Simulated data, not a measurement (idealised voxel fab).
Herein follows the process module entitled voxel gate over fins.
The figure presents cross-section cut, which has a width of 215 nm and is divided into square cells with an edge length of 5 nm.
In this document a cross-section is written as a grid of square cells. It is given as a series of bands, listed from the top down, and a band is one or more rows of cells. The band entry comprises the height of the band's top followed by the height of its bottom, expressed in nm, and subsequently the band's materials from left to right, each stated together with its width in nm. Where a single material is marked with the word "throughout", that material fills the band from edge to edge. The word "air" represents empty space. Heights from 0 (as-received wafer is one material below). Bottom band endless downward, as "0..down". Width "30..40": first value at the band's top row of cells, second value at its bottom row, equal change from row to row. Given "stayed the same" for a step, no cell of the cross-section differs between before and after that step. Basically, "Closed voids list" tells you about the enclosed voids: empty spaces with no open way to the top, 8 cells or bigger, each written width x height at distance, where distance is from the left edge, all in nm. Post-settings text on a step line: simulator's own remark regarding the step. If you see "overlay nm" on a step's line and that step has a mask, it's telling you how far right of where it was planned the mask ended up; a negative number means it went left instead.
## Set out below are the planned steps of the process
1. RECEIVE with material Si
2. CONFORMAL_DEP with material SiN, thk nm 10
3. DIRECTIONAL_DEP with material aC, thk nm 10
4. PATTERN with tone cover, mask id FINS, material resist, width nm 15, pitch nm 40, thk nm 30, overlay nm 0
5. DIRECTIONAL_ETCH with etch materials aC, depth nm 10
6. STRIP with etch materials resist
7. DIRECTIONAL_ETCH with etch materials SiN, depth nm 10
8. DIRECTIONAL_ETCH with etch materials Si, depth nm 30
9. STRIP with etch materials aC
10. OXIDIZE with depth nm 5
11. FILL_DEP with material SiO2, thk nm 5
12. CMP with height nm 10
13. SELECTIVE_ETCH with etch materials SiO2, depth nm 20
14. STRIP with etch materials SiN
15. CONFORMAL_DEP with material HfO2, thk nm 5
16. CONFORMAL_DEP with material TiN, thk nm 5
17. FILL_DEP with material W, thk nm 10
18. CMP with height nm 15
19. CONFORMAL_DEP with material SiCN, thk nm 5
## Cross-section, incoming material, after step 1
* 0..down  Si throughout
* Closed voids list: none
## Cross-section taken at module completion on the first of two wafers; processed per the plan
* 20..15  SiCN throughout
* 15..10  W throughout
* 10..5  55 of W, then 25 of TiN, then 15 of W, then 25 of TiN, then 15 of W, then 25 of TiN, then 55 of W
* 5..0  55 of W, then 5 of TiN, then 15 of HfO2, then 5 of TiN, then 15 of W, then 5 of TiN, then 15 of HfO2, then 5 of TiN, then 15 of W, then 5 of TiN, then 15 of HfO2, then 5 of TiN, then 55 of W
* 0..-5  60 of TiN, then 5 of HfO2, then 5 of Si, then 5 of HfO2, then 25 of TiN, then 5 of HfO2, then 5 of Si, then 5 of HfO2, then 25 of TiN, then 5 of HfO2, then 5 of Si, then 5 of HfO2, then 60 of TiN
* -5..-10  65 of HfO2, then 5 of Si, then 35 of HfO2, then 5 of Si, then 35 of HfO2, then 5 of Si, then 65 of HfO2
* -10..-35  65 of SiO2, then 5 of Si, then 35 of SiO2, then 5 of Si, then 35 of SiO2, then 5 of Si, then 65 of SiO2
* -35..down  Si throughout
* Closed voids list: none
## Cross-sectional view: second of two wafers, end of module; start and plan identical to the first, one mistake in running
* 20..15  SiCN throughout
* 15..10  45 of W, then 5 of TiN, then 35 of HfO2, then 5 of TiN, then 35 of HfO2, then 5 of TiN, then 35 of HfO2, then 5 of TiN, then 45 of W
* 10..5  50 of TiN, then 35 of HfO2, then 5 of TiN, then 35 of HfO2, then 5 of TiN, then 35 of HfO2, then 50 of TiN
* 5..0  HfO2 throughout
* 0..-10  65 of HfO2, then 5 of Si, then 35 of HfO2, then 5 of Si, then 35 of HfO2, then 5 of Si, then 65 of HfO2
* -10..-35  65 of SiO2, then 5 of Si, then 35 of SiO2, then 5 of Si, then 35 of SiO2, then 5 of Si, then 65 of SiO2
* -35..down  Si throughout
* Closed voids list: none
What broke from the plan during processing? step 15 was run on a setting that differed from the plan, and what really ran there is CONFORMAL_DEP with material HfO2, thk nm 15
At the finish, the second wafer shows more or fewer cells for some materials than the first does: HfO2 +110 | TiN -29 | W -81
